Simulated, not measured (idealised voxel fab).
Process module, titled voxel transistor to metal
In the cross-section labelled cut, the width is 170 nm and each square cell is 5 nm.
How to read a cross-section here: the picture is a grid of square cells, written as bands going from the top down, and any band can span one or more rows of cells. Top, bottom (nm), then materials left to right with widths (nm); lone material tagged "all across" fills the whole band edge to edge; "blank" = empty space. For the purposes of this specification, 0 denotes the height below which the wafer in its as-received condition is composed wholly of one material, and the lowermost band, lacking a lower limit, extends downward without end, as expressed in "0 -> down". So if you see something like "30 to 40" for the width, read it as the top row of the band sitting at the first number and the bottom row at the second, with every row in between moving by the same amount as the last. "no alteration" -> step changed no cross-section cell. This entry, "Catalogued sealed voids", enumerates those empty regions of no fewer than 8 cells that possess no open connection to the top. Each region is reported in the form width x height at distance, the distance being taken from the left edge, with all three quantities expressed in nm. Whatever follows a step's settings on its line is a remark the simulator itself makes about that step. The line of a step may include "overlay nm". On a step with a mask, this value is how far to the right of its planned place the mask lay. A negative value means the mask lay to the left.
THE PLANNED PROCESS STEPS ARE ENUMERATED HEREUNDER
1. RECEIVE, material Si
2. OXIDIZE, depth nm 5
3. CONFORMAL_DEP, material SiN, thk nm 10
4. DIRECTIONAL_DEP, material aC, thk nm 10
5. PATTERN, tone cover, mask id ACTIVE, material resist, width nm 105, thk nm 25, overlay nm 0
6. DIRECTIONAL_ETCH, etch materials aC, depth nm 10
7. STRIP, etch materials resist
8. DIRECTIONAL_ETCH, etch materials SiN, depth nm 10
9. DIRECTIONAL_ETCH, etch materials SiO2, depth nm 5
10. DIRECTIONAL_ETCH, etch materials Si, depth nm 20
11. STRIP, etch materials aC
12. FILL_DEP, material SiO2, thk nm 10
13. CMP, height nm 10
14. SELECTIVE_ETCH, etch materials SiO2, depth nm 10
15. STRIP, etch materials SiN
16. SELECTIVE_ETCH, etch materials SiO2, depth nm 5
17. OXIDIZE, depth nm 5
18. DIRECTIONAL_DEP, material polySi, thk nm 25
19. DIRECTIONAL_DEP, material SiCN, thk nm 10
20. MASKED_ETCH, tone cover, mask id GATE, width nm 15, etch materials SiCN, depth nm 20, overlay nm 0
21. MASKED_ETCH, tone cover, mask id GATE, width nm 15, etch materials polySi, depth nm 35, overlay nm 0
22. CONFORMAL_DEP, material SiN, thk nm 10
23. DIRECTIONAL_ETCH, etch materials SiN, depth nm 10
24. DIRECTIONAL_ETCH, etch materials SiO2, depth nm 5
25. DIRECTIONAL_ETCH, etch materials Si, depth nm 10
26. EPI, material pSi, thk nm 10
27. FILL_DEP, material SiO2, thk nm 5
28. CMP, height nm 30
29. DIRECTIONAL_DEP, material SiO2, thk nm 10
30. MASKED_ETCH, tone open, mask id CONTACT, width nm 30, pitch nm 55, etch materials SiO2, depth nm 50, overlay nm 0
31. CONFORMAL_DEP, material TiN, thk nm 5
32. FILL_DEP, material Ru, thk nm 5
33. CMP, height nm 40
34. DIRECTIONAL_DEP, material TiN, thk nm 5
35. DIRECTIONAL_DEP, material W, thk nm 15
36. MASKED_ETCH, tone cover, mask id METAL_1, width nm 20, pitch nm 65, etch materials W, depth nm 15, overlay nm 0
37. MASKED_ETCH, tone cover, mask id METAL_1, width nm 20, pitch nm 65, etch materials TiN, depth nm 5, overlay nm 0
38. FILL_DEP, material SiO2, thk nm 10
39. CMP, height nm 60
40. CONFORMAL_DEP, material SiCN, thk nm 5
RUN AS PLANNED: FIRST OF TWO WAFERS
SO THIS IS THE INCOMING WAFER IN CROSS-SECTION - IT'S ALREADY BEEN THROUGH STEP 1
	0 -> down = Si all across
	Catalogued sealed voids: none
CROSS-SECTION: WAFER STATE AFTER STEP 2
	0 -> -5 = SiO2 all across
	At heights below -5, the structure remains unaltered.
CROSS-SECTION: WAFER STATE AFTER STEP 3
	10 -> 0 = SiN all across
	At heights below 0, the structure remains unaltered.
CROSS-SECTION: WAFER STATE AFTER STEP 4
	20 -> 10 = aC all across
	At heights below 10, the structure remains unaltered.
CROSS-SECTION: WAFER STATE AFTER STEP 5
	45 -> 20 = blank=30; resist=105; blank=35
	At heights below 20, the structure remains unaltered.
CROSS-SECTION: WAFER STATE AFTER STEP 6
	35 -> 20 = blank=30; resist=105; blank=35
	20 -> 10 = blank=30; aC=105; blank=35
	At heights below 10, the structure remains unaltered.
CROSS-SECTION: WAFER STATE AFTER STEP 7
	20 -> 10 = blank=30; aC=105; blank=35
	At heights below 10, the structure remains unaltered.
CROSS-SECTION: WAFER STATE AFTER STEP 8
	20 -> 10 = blank=30; aC=105; blank=35
	10 -> 0 = blank=30; SiN=105; blank=35
	At heights below 0, the structure remains unaltered.
CROSS-SECTION: WAFER STATE AFTER STEP 9
	20 -> 10 = blank=30; aC=105; blank=35
	10 -> 0 = blank=30; SiN=105; blank=35
	0 -> -5 = blank=30; SiO2=105; blank=35
	At heights below -5, the structure remains unaltered.
CROSS-SECTION: WAFER STATE AFTER STEP 10
	20 -> 10 = blank=30; aC=105; blank=35
	10 -> 0 = blank=30; SiN=105; blank=35
	0 -> -5 = blank=30; SiO2=105; blank=35
	-5 -> -25 = blank=30; Si=105; blank=35
	At heights below -25, the structure remains unaltered.
CROSS-SECTION: WAFER STATE AFTER STEP 11
	10 -> 0 = blank=30; SiN=105; blank=35
	At heights below 0, the structure remains unaltered.
CROSS-SECTION: WAFER STATE AFTER STEP 12
	20 -> 10 = SiO2 all across
	10 -> 0 = SiO2=30; SiN=105; SiO2=35
	0 -> -5 = SiO2 all across
	-5 -> -25 = SiO2=30; Si=105; SiO2=35
	At heights below -25, the structure remains unaltered.
CROSS-SECTION: WAFER STATE AFTER STEP 13
	10 -> 0 = SiO2=30; SiN=105; SiO2=35
	At heights below 0, the structure remains unaltered.
CROSS-SECTION: WAFER STATE AFTER STEP 14
	10 -> 0 = blank=30; SiN=105; blank=35
	At heights below 0, the structure remains unaltered.
CROSS-SECTION: WAFER STATE AFTER STEP 15
	0 -> -5 = SiO2 all across
	At heights below -5, the structure remains unaltered.
CROSS-SECTION: WAFER STATE AFTER STEP 16
	-5 -> -25 = SiO2=30; Si=105; SiO2=35
	At heights below -25, the structure remains unaltered.
CROSS-SECTION: WAFER STATE AFTER STEP 17
	-5 -> -10 = SiO2 all across
	At heights below -10, the structure remains unaltered.
CROSS-SECTION: WAFER STATE AFTER STEP 18
	20 -> -5 = polySi all across
	At heights below -5, the structure remains unaltered.
CROSS-SECTION: WAFER STATE AFTER STEP 19
	30 -> 20 = SiCN all across
	At heights below 20, the structure remains unaltered.
CROSS-SECTION: WAFER STATE AFTER STEP 20
	30 -> 20 = blank=75; SiCN=15; blank=80
	At heights below 20, the structure remains unaltered.
CROSS-SECTION: WAFER STATE AFTER STEP 21
	30 -> 20 = blank=75; SiCN=15; blank=80
	20 -> -5 = blank=75; polySi=15; blank=80
	At heights below -5, the structure remains unaltered.
CROSS-SECTION: WAFER STATE AFTER STEP 22
	40 -> 30 = blank=65; SiN=35; blank=70
	30 -> 20 = blank=65; SiN=10; SiCN=15; SiN=10; blank=70
	20 -> 5 = blank=65; SiN=10; polySi=15; SiN=10; blank=70
	5 -> -5 = SiN=75; polySi=15; SiN=80
	At heights below -5, the structure remains unaltered.
CROSS-SECTION: WAFER STATE AFTER STEP 23
	30 -> 20 = blank=65; SiN=10; SiCN=15; SiN=10; blank=70
	20 -> -5 = blank=65; SiN=10; polySi=15; SiN=10; blank=70
	At heights below -5, the structure remains unaltered.
CROSS-SECTION: WAFER STATE AFTER STEP 24
	30 -> 20 = blank=65; SiN=10; SiCN=15; SiN=10; blank=70
	20 -> -5 = blank=65; SiN=10; polySi=15; SiN=10; blank=70
	-5 -> -10 = blank=65; SiO2=35; blank=70
	At heights below -10, the structure remains unaltered.
CROSS-SECTION: WAFER STATE AFTER STEP 25
	30 -> 20 = blank=65; SiN=10; SiCN=15; SiN=10; blank=70
	20 -> -5 = blank=65; SiN=10; polySi=15; SiN=10; blank=70
	-5 -> -10 = blank=65; SiO2=35; blank=70
	-10 -> -20 = SiO2=30; blank=35; Si=35; blank=35; SiO2=35
	At heights below -20, the structure remains unaltered.
CROSS-SECTION: WAFER STATE AFTER STEP 26
	30 -> 20 = blank=65; SiN=10; SiCN=15; SiN=10; blank=70
	20 -> 0 = blank=65; SiN=10; polySi=15; SiN=10; blank=70
	0 -> -5 = blank=55; pSi=10; SiN=10; polySi=15; SiN=10; pSi=10; blank=60
	-5 -> -10 = blank=55; pSi=10; SiO2=35; pSi=10; blank=60
	-10 -> -20 = SiO2=30; pSi=35; Si=35; pSi=35; SiO2=35
	At heights below -20, the structure remains unaltered.
CROSS-SECTION: WAFER STATE AFTER STEP 27
	35 -> 30 = SiO2 all across
	30 -> 20 = SiO2=65; SiN=10; SiCN=15; SiN=10; SiO2=70
	20 -> 0 = SiO2=65; SiN=10; polySi=15; SiN=10; SiO2=70
	0 -> -5 = SiO2=55; pSi=10; SiN=10; polySi=15; SiN=10; pSi=10; SiO2=60
	-5 -> -10 = SiO2=55; pSi=10; SiO2=35; pSi=10; SiO2=60
	At heights below -10, the structure remains unaltered.
CROSS-SECTION: WAFER STATE AFTER STEP 28
	30 -> 20 = SiO2=65; SiN=10; SiCN=15; SiN=10; SiO2=70
	At heights below 20, the structure remains unaltered.
CROSS-SECTION: WAFER STATE AFTER STEP 29
	40 -> 30 = SiO2 all across
	At heights below 30, the structure remains unaltered.
CROSS-SECTION: WAFER STATE AFTER STEP 30
	40 -> 30 = SiO2=40; blank=30; SiO2=25; blank=30; SiO2=45
	30 -> 20 = SiO2=40; blank=25; SiN=10; SiCN=15; SiN=10; blank=25; SiO2=45
	20 -> 0 = SiO2=40; blank=25; SiN=10; polySi=15; SiN=10; blank=25; SiO2=45
	0 -> -5 = SiO2=40; blank=15; pSi=10; SiN=10; polySi=15; SiN=10; pSi=10; blank=15; SiO2=45
	-5 -> -10 = SiO2=40; blank=15; pSi=10; SiO2=35; pSi=10; blank=15; SiO2=45
	At heights below -10, the structure remains unaltered.
CROSS-SECTION: WAFER STATE AFTER STEP 31
	45 -> 40 = TiN=45; blank=20; TiN=35; blank=20; TiN=50
	40 -> 30 = SiO2=40; TiN=5; blank=20 to 15; TiN=5 to 10; SiO2=25; TiN=5 to 10; blank=20 to 15; TiN=5; SiO2=45
	30 -> 20 = SiO2=40; TiN=5; blank=15; TiN=5; SiN=10; SiCN=15; SiN=10; TiN=5; blank=15; TiN=5; SiO2=45
	20 -> 5 = SiO2=40; TiN=5; blank=15; TiN=5; SiN=10; polySi=15; SiN=10; TiN=5; blank=15; TiN=5; SiO2=45
	5 -> 0 = SiO2=40; TiN=5; blank=5; TiN=15; SiN=10; polySi=15; SiN=10; TiN=15; blank=5; TiN=5; SiO2=45
	0 -> -5 = SiO2=40; TiN=5; blank=5; TiN=5; pSi=10; SiN=10; polySi=15; SiN=10; pSi=10; TiN=5; blank=5; TiN=5; SiO2=45
	-5 -> -10 = SiO2=40; TiN=15; pSi=10; SiO2=35; pSi=10; TiN=15; SiO2=45
	At heights below -10, the structure remains unaltered.
CROSS-SECTION: WAFER STATE AFTER STEP 32
	50 -> 45 = Ru all across
	45 -> 40 = TiN=45; Ru=20; TiN=35; Ru=20; TiN=50
	40 -> 30 = SiO2=40; TiN=5; Ru=20 to 15; TiN=5 to 10; SiO2=25; TiN=5 to 10; Ru=20 to 15; TiN=5; SiO2=45
	30 -> 20 = SiO2=40; TiN=5; Ru=15; TiN=5; SiN=10; SiCN=15; SiN=10; TiN=5; Ru=15; TiN=5; SiO2=45
	20 -> 5 = SiO2=40; TiN=5; Ru=15; TiN=5; SiN=10; polySi=15; SiN=10; TiN=5; Ru=15; TiN=5; SiO2=45
	5 -> 0 = SiO2=40; TiN=5; Ru=5; TiN=15; SiN=10; polySi=15; SiN=10; TiN=15; Ru=5; TiN=5; SiO2=45
	0 -> -5 = SiO2=40; TiN=5; Ru=5; TiN=5; pSi=10; SiN=10; polySi=15; SiN=10; pSi=10; TiN=5; Ru=5; TiN=5; SiO2=45
	At heights below -5, the structure remains unaltered.
CROSS-SECTION: WAFER STATE AFTER STEP 33
	40 -> 30 = SiO2=40; TiN=5; Ru=20 to 15; TiN=5 to 10; SiO2=25; TiN=5 to 10; Ru=20 to 15; TiN=5; SiO2=45
	At heights below 30, the structure remains unaltered.
CROSS-SECTION: WAFER STATE AFTER STEP 34
	45 -> 40 = TiN all across
	At heights below 40, the structure remains unaltered.
CROSS-SECTION: WAFER STATE AFTER STEP 35
	60 -> 45 = W all across
	At heights below 45, the structure remains unaltered.
CROSS-SECTION: WAFER STATE AFTER STEP 36
	60 -> 45 = blank=40; W=20; blank=45; W=20; blank=45
	At heights below 45, the structure remains unaltered.
CROSS-SECTION: WAFER STATE AFTER STEP 37
	60 -> 45 = blank=40; W=20; blank=45; W=20; blank=45
	45 -> 40 = blank=40; TiN=20; blank=45; TiN=20; blank=45
	At heights below 40, the structure remains unaltered.
CROSS-SECTION: WAFER STATE AFTER STEP 38
	70 -> 60 = SiO2 all across
	60 -> 45 = SiO2=40; W=20; SiO2=45; W=20; SiO2=45
	45 -> 40 = SiO2=40; TiN=20; SiO2=45; TiN=20; SiO2=45
	At heights below 40, the structure remains unaltered.
CROSS-SECTION: WAFER STATE AFTER STEP 39
	60 -> 45 = SiO2=40; W=20; SiO2=45; W=20; SiO2=45
	At heights below 45, the structure remains unaltered.
CROSS-SECTION: WAFER STATE AFTER STEP 40
	65 -> 60 = SiCN all across
	At heights below 60, the structure remains unaltered.
WAFER TWO. IDENTICAL START, IDENTICAL PLAN. ONE MISTAKE IN EXECUTION. IDENTICAL HISTORY THROUGH STEP 6
Cross-section of the second wafer corresponding to the planned conclusion of step 7: no alteration
CROSS-SECTION OF THE SECOND WAFER CORRESPONDING TO THE PLANNED CONCLUSION OF STEP 8
	35 -> 20 = blank=30; resist=105; blank=35
	20 -> 10 = blank=30; aC=105; blank=35
	10 -> 0 = blank=30; SiN=105; blank=35
	At heights below 0, the structure remains unaltered.
CROSS-SECTION OF THE SECOND WAFER CORRESPONDING TO THE PLANNED CONCLUSION OF STEP 9
	35 -> 20 = blank=30; resist=105; blank=35
	20 -> 10 = blank=30; aC=105; blank=35
	10 -> 0 = blank=30; SiN=105; blank=35
	0 -> -5 = blank=30; SiO2=105; blank=35
	At heights below -5, the structure remains unaltered.
CROSS-SECTION OF THE SECOND WAFER CORRESPONDING TO THE PLANNED CONCLUSION OF STEP 10
	35 -> 20 = blank=30; resist=105; blank=35
	20 -> 10 = blank=30; aC=105; blank=35
	10 -> 0 = blank=30; SiN=105; blank=35
	0 -> -5 = blank=30; SiO2=105; blank=35
	-5 -> -25 = blank=30; Si=105; blank=35
	At heights below -25, the structure remains unaltered.
CROSS-SECTION OF THE SECOND WAFER CORRESPONDING TO THE PLANNED CONCLUSION OF STEP 11
	10 -> 0 = blank=30; SiN=105; blank=35
	At heights below 0, the structure remains unaltered.
CROSS-SECTION OF THE SECOND WAFER CORRESPONDING TO THE PLANNED CONCLUSION OF STEP 12
	20 -> 10 = SiO2 all across
	10 -> 0 = SiO2=30; SiN=105; SiO2=35
	0 -> -5 = SiO2 all across
	-5 -> -25 = SiO2=30; Si=105; SiO2=35
	At heights below -25, the structure remains unaltered.
CROSS-SECTION OF THE SECOND WAFER CORRESPONDING TO THE PLANNED CONCLUSION OF STEP 13
	10 -> 0 = SiO2=30; SiN=105; SiO2=35
	At heights below 0, the structure remains unaltered.
CROSS-SECTION OF THE SECOND WAFER CORRESPONDING TO THE PLANNED CONCLUSION OF STEP 14
	10 -> 0 = blank=30; SiN=105; blank=35
	At heights below 0, the structure remains unaltered.
CROSS-SECTION OF THE SECOND WAFER CORRESPONDING TO THE PLANNED CONCLUSION OF STEP 15
	0 -> -5 = SiO2 all across
	At heights below -5, the structure remains unaltered.
CROSS-SECTION OF THE SECOND WAFER CORRESPONDING TO THE PLANNED CONCLUSION OF STEP 16
	-5 -> -25 = SiO2=30; Si=105; SiO2=35
	At heights below -25, the structure remains unaltered.
CROSS-SECTION OF THE SECOND WAFER CORRESPONDING TO THE PLANNED CONCLUSION OF STEP 17
	-5 -> -10 = SiO2 all across
	At heights below -10, the structure remains unaltered.
CROSS-SECTION OF THE SECOND WAFER CORRESPONDING TO THE PLANNED CONCLUSION OF STEP 18
	20 -> -5 = polySi all across
	At heights below -5, the structure remains unaltered.
CROSS-SECTION OF THE SECOND WAFER CORRESPONDING TO THE PLANNED CONCLUSION OF STEP 19
	30 -> 20 = SiCN all across
	At heights below 20, the structure remains unaltered.
CROSS-SECTION OF THE SECOND WAFER CORRESPONDING TO THE PLANNED CONCLUSION OF STEP 20
	30 -> 20 = blank=75; SiCN=15; blank=80
	At heights below 20, the structure remains unaltered.
CROSS-SECTION OF THE SECOND WAFER CORRESPONDING TO THE PLANNED CONCLUSION OF STEP 21
	30 -> 20 = blank=75; SiCN=15; blank=80
	20 -> -5 = blank=75; polySi=15; blank=80
	At heights below -5, the structure remains unaltered.
CROSS-SECTION OF THE SECOND WAFER CORRESPONDING TO THE PLANNED CONCLUSION OF STEP 22
	40 -> 30 = blank=65; SiN=35; blank=70
	30 -> 20 = blank=65; SiN=10; SiCN=15; SiN=10; blank=70
	20 -> 5 = blank=65; SiN=10; polySi=15; SiN=10; blank=70
	5 -> -5 = SiN=75; polySi=15; SiN=80
	At heights below -5, the structure remains unaltered.
CROSS-SECTION OF THE SECOND WAFER CORRESPONDING TO THE PLANNED CONCLUSION OF STEP 23
	30 -> 20 = blank=65; SiN=10; SiCN=15; SiN=10; blank=70
	20 -> -5 = blank=65; SiN=10; polySi=15; SiN=10; blank=70
	At heights below -5, the structure remains unaltered.
CROSS-SECTION OF THE SECOND WAFER CORRESPONDING TO THE PLANNED CONCLUSION OF STEP 24
	30 -> 20 = blank=65; SiN=10; SiCN=15; SiN=10; blank=70
	20 -> -5 = blank=65; SiN=10; polySi=15; SiN=10; blank=70
	-5 -> -10 = blank=65; SiO2=35; blank=70
	At heights below -10, the structure remains unaltered.
CROSS-SECTION OF THE SECOND WAFER CORRESPONDING TO THE PLANNED CONCLUSION OF STEP 25
	30 -> 20 = blank=65; SiN=10; SiCN=15; SiN=10; blank=70
	20 -> -5 = blank=65; SiN=10; polySi=15; SiN=10; blank=70
	-5 -> -10 = blank=65; SiO2=35; blank=70
	-10 -> -20 = SiO2=30; blank=35; Si=35; blank=35; SiO2=35
	At heights below -20, the structure remains unaltered.
CROSS-SECTION OF THE SECOND WAFER CORRESPONDING TO THE PLANNED CONCLUSION OF STEP 26
	30 -> 20 = blank=65; SiN=10; SiCN=15; SiN=10; blank=70
	20 -> 0 = blank=65; SiN=10; polySi=15; SiN=10; blank=70
	0 -> -5 = blank=55; pSi=10; SiN=10; polySi=15; SiN=10; pSi=10; blank=60
	-5 -> -10 = blank=55; pSi=10; SiO2=35; pSi=10; blank=60
	-10 -> -20 = SiO2=30; pSi=35; Si=35; pSi=35; SiO2=35
	At heights below -20, the structure remains unaltered.
CROSS-SECTION OF THE SECOND WAFER CORRESPONDING TO THE PLANNED CONCLUSION OF STEP 27
	35 -> 30 = SiO2 all across
	30 -> 20 = SiO2=65; SiN=10; SiCN=15; SiN=10; SiO2=70
	20 -> 0 = SiO2=65; SiN=10; polySi=15; SiN=10; SiO2=70
	0 -> -5 = SiO2=55; pSi=10; SiN=10; polySi=15; SiN=10; pSi=10; SiO2=60
	-5 -> -10 = SiO2=55; pSi=10; SiO2=35; pSi=10; SiO2=60
	At heights below -10, the structure remains unaltered.
CROSS-SECTION OF THE SECOND WAFER CORRESPONDING TO THE PLANNED CONCLUSION OF STEP 28
	30 -> 20 = SiO2=65; SiN=10; SiCN=15; SiN=10; SiO2=70
	At heights below 20, the structure remains unaltered.
CROSS-SECTION OF THE SECOND WAFER CORRESPONDING TO THE PLANNED CONCLUSION OF STEP 29
	40 -> 30 = SiO2 all across
	At heights below 30, the structure remains unaltered.
CROSS-SECTION OF THE SECOND WAFER CORRESPONDING TO THE PLANNED CONCLUSION OF STEP 30
	40 -> 30 = SiO2=40; blank=30; SiO2=25; blank=30; SiO2=45
	30 -> 20 = SiO2=40; blank=25; SiN=10; SiCN=15; SiN=10; blank=25; SiO2=45
	20 -> 0 = SiO2=40; blank=25; SiN=10; polySi=15; SiN=10; blank=25; SiO2=45
	0 -> -5 = SiO2=40; blank=15; pSi=10; SiN=10; polySi=15; SiN=10; pSi=10; blank=15; SiO2=45
	-5 -> -10 = SiO2=40; blank=15; pSi=10; SiO2=35; pSi=10; blank=15; SiO2=45
	At heights below -10, the structure remains unaltered.
CROSS-SECTION OF THE SECOND WAFER CORRESPONDING TO THE PLANNED CONCLUSION OF STEP 31
	45 -> 40 = TiN=45; blank=20; TiN=35; blank=20; TiN=50
	40 -> 30 = SiO2=40; TiN=5; blank=20 to 15; TiN=5 to 10; SiO2=25; TiN=5 to 10; blank=20 to 15; TiN=5; SiO2=45
	30 -> 20 = SiO2=40; TiN=5; blank=15; TiN=5; SiN=10; SiCN=15; SiN=10; TiN=5; blank=15; TiN=5; SiO2=45
	20 -> 5 = SiO2=40; TiN=5; blank=15; TiN=5; SiN=10; polySi=15; SiN=10; TiN=5; blank=15; TiN=5; SiO2=45
	5 -> 0 = SiO2=40; TiN=5; blank=5; TiN=15; SiN=10; polySi=15; SiN=10; TiN=15; blank=5; TiN=5; SiO2=45
	0 -> -5 = SiO2=40; TiN=5; blank=5; TiN=5; pSi=10; SiN=10; polySi=15; SiN=10; pSi=10; TiN=5; blank=5; TiN=5; SiO2=45
	-5 -> -10 = SiO2=40; TiN=15; pSi=10; SiO2=35; pSi=10; TiN=15; SiO2=45
	At heights below -10, the structure remains unaltered.
CROSS-SECTION OF THE SECOND WAFER CORRESPONDING TO THE PLANNED CONCLUSION OF STEP 32
	50 -> 45 = Ru all across
	45 -> 40 = TiN=45; Ru=20; TiN=35; Ru=20; TiN=50
	40 -> 30 = SiO2=40; TiN=5; Ru=20 to 15; TiN=5 to 10; SiO2=25; TiN=5 to 10; Ru=20 to 15; TiN=5; SiO2=45
	30 -> 20 = SiO2=40; TiN=5; Ru=15; TiN=5; SiN=10; SiCN=15; SiN=10; TiN=5; Ru=15; TiN=5; SiO2=45
	20 -> 5 = SiO2=40; TiN=5; Ru=15; TiN=5; SiN=10; polySi=15; SiN=10; TiN=5; Ru=15; TiN=5; SiO2=45
	5 -> 0 = SiO2=40; TiN=5; Ru=5; TiN=15; SiN=10; polySi=15; SiN=10; TiN=15; Ru=5; TiN=5; SiO2=45
	0 -> -5 = SiO2=40; TiN=5; Ru=5; TiN=5; pSi=10; SiN=10; polySi=15; SiN=10; pSi=10; TiN=5; Ru=5; TiN=5; SiO2=45
	At heights below -5, the structure remains unaltered.
CROSS-SECTION OF THE SECOND WAFER CORRESPONDING TO THE PLANNED CONCLUSION OF STEP 33
	40 -> 30 = SiO2=40; TiN=5; Ru=20 to 15; TiN=5 to 10; SiO2=25; TiN=5 to 10; Ru=20 to 15; TiN=5; SiO2=45
	At heights below 30, the structure remains unaltered.
CROSS-SECTION OF THE SECOND WAFER CORRESPONDING TO THE PLANNED CONCLUSION OF STEP 34
	45 -> 40 = TiN all across
	At heights below 40, the structure remains unaltered.
CROSS-SECTION OF THE SECOND WAFER CORRESPONDING TO THE PLANNED CONCLUSION OF STEP 35
	60 -> 45 = W all across
	At heights below 45, the structure remains unaltered.
CROSS-SECTION OF THE SECOND WAFER CORRESPONDING TO THE PLANNED CONCLUSION OF STEP 36
	60 -> 45 = blank=40; W=20; blank=45; W=20; blank=45
	At heights below 45, the structure remains unaltered.
CROSS-SECTION OF THE SECOND WAFER CORRESPONDING TO THE PLANNED CONCLUSION OF STEP 37
	60 -> 45 = blank=40; W=20; blank=45; W=20; blank=45
	45 -> 40 = blank=40; TiN=20; blank=45; TiN=20; blank=45
	At heights below 40, the structure remains unaltered.
CROSS-SECTION OF THE SECOND WAFER CORRESPONDING TO THE PLANNED CONCLUSION OF STEP 38
	70 -> 60 = SiO2 all across
	60 -> 45 = SiO2=40; W=20; SiO2=45; W=20; SiO2=45
	45 -> 40 = SiO2=40; TiN=20; SiO2=45; TiN=20; SiO2=45
	At heights below 40, the structure remains unaltered.
CROSS-SECTION OF THE SECOND WAFER CORRESPONDING TO THE PLANNED CONCLUSION OF STEP 39
	60 -> 45 = SiO2=40; W=20; SiO2=45; W=20; SiO2=45
	At heights below 45, the structure remains unaltered.
CROSS-SECTION OF THE SECOND WAFER CORRESPONDING TO THE PLANNED CONCLUSION OF STEP 40
	65 -> 60 = SiCN all across
	At heights below 60, the structure remains unaltered.
In executing the process, a mistake was made relative to the plan: step 7 of the plan was jumped over and never run
Outcome: the two wafer cross-sections end up identical, and the model's computation is unaffected by the mistake.
